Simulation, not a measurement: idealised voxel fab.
process module | voxel released beams
cross-section cut | 145 nm wide | cells 5 nm
A cross-section is a grid of square cells, given in bands from the top down. A band is one or more rows of cells.
Each band's line starts with the height of the band's top and of its bottom, in nm. Then come its materials from left to right, each with its width in nm. One material with "throughout" fills the band from edge to edge. "air" is empty space.
Height 0 is the level under which the wafer as received is all one material. The lowest band goes on downwards, as in "0 down".
A width such as "30 to 40" changes by the same amount from each row of cells to the next, from the band's top row to its bottom row.
"no change" after a step means that no cell of the cross-section changed.
closed voids: empty space of 8 cells or more with no open way to the top, each as width x height at its distance from the left edge, in nm
after a step's settings: what the simulator itself notes on the step
overlay nm, on a step with a mask: how far to the right of its planned place the mask lay; to the left if negative
plan
1 op RECEIVE | material Si
2 op CONFORMAL_DEP | material Al2O3 | thk nm 10
3 op DIRECTIONAL_DEP | material SiO2 | thk nm 20
4 op DIRECTIONAL_DEP | material aC | thk nm 15
5 op PATTERN | tone open | mask id ANCHOR | material resist | width nm 25 | thk nm 30 | overlay nm 0
6 op DIRECTIONAL_ETCH | etch materials aC | depth nm 15
7 op STRIP | etch materials resist
8 op DIRECTIONAL_ETCH | etch materials SiO2 | depth nm 20
9 op STRIP | etch materials aC
10 op CONFORMAL_DEP | material SiN | thk nm 10
11 op PATTERN | tone cover | mask id BEAM | material resist | width nm 80 | thk nm 15 | overlay nm 0
12 op DIRECTIONAL_ETCH | etch materials SiN | depth nm 10
13 op STRIP | etch materials resist
14 op STRIP | etch materials SiO2
as received, after step 1
  0 down: Si throughout
  closed voids: none
first wafer at the end, as planned
  40 to 30: air 30 | SiN 15 | air 5 | SiN 60 | air 35
  30 to 20: air 35 | SiN 10 | air 5 | SiN 10 | air 85
  20 to 10: air 35 | SiN 25 | air 85
  10 to 0: Al2O3 throughout
  0 down: Si throughout
  closed voids: none
second wafer at the end: like start, like plan, one mistake
  40 to 30: air 35 | SiN 10 | air 5 | SiN 60 | air 35
  30 to 20: air 35 | SiN 10 | air 5 | SiN 10 | air 85
  20 to 10: air 35 | SiN 25 | air 85
  10 to 0: Al2O3 throughout
  0 down: Si throughout
  closed voids: none
what went wrong: step 11 ran as: op PATTERN | tone cover | mask id BEAM | material resist | width nm 75 | thk nm 15 | overlay nm 0
at the end the second wafer has, in cells: 2 fewer of SiN
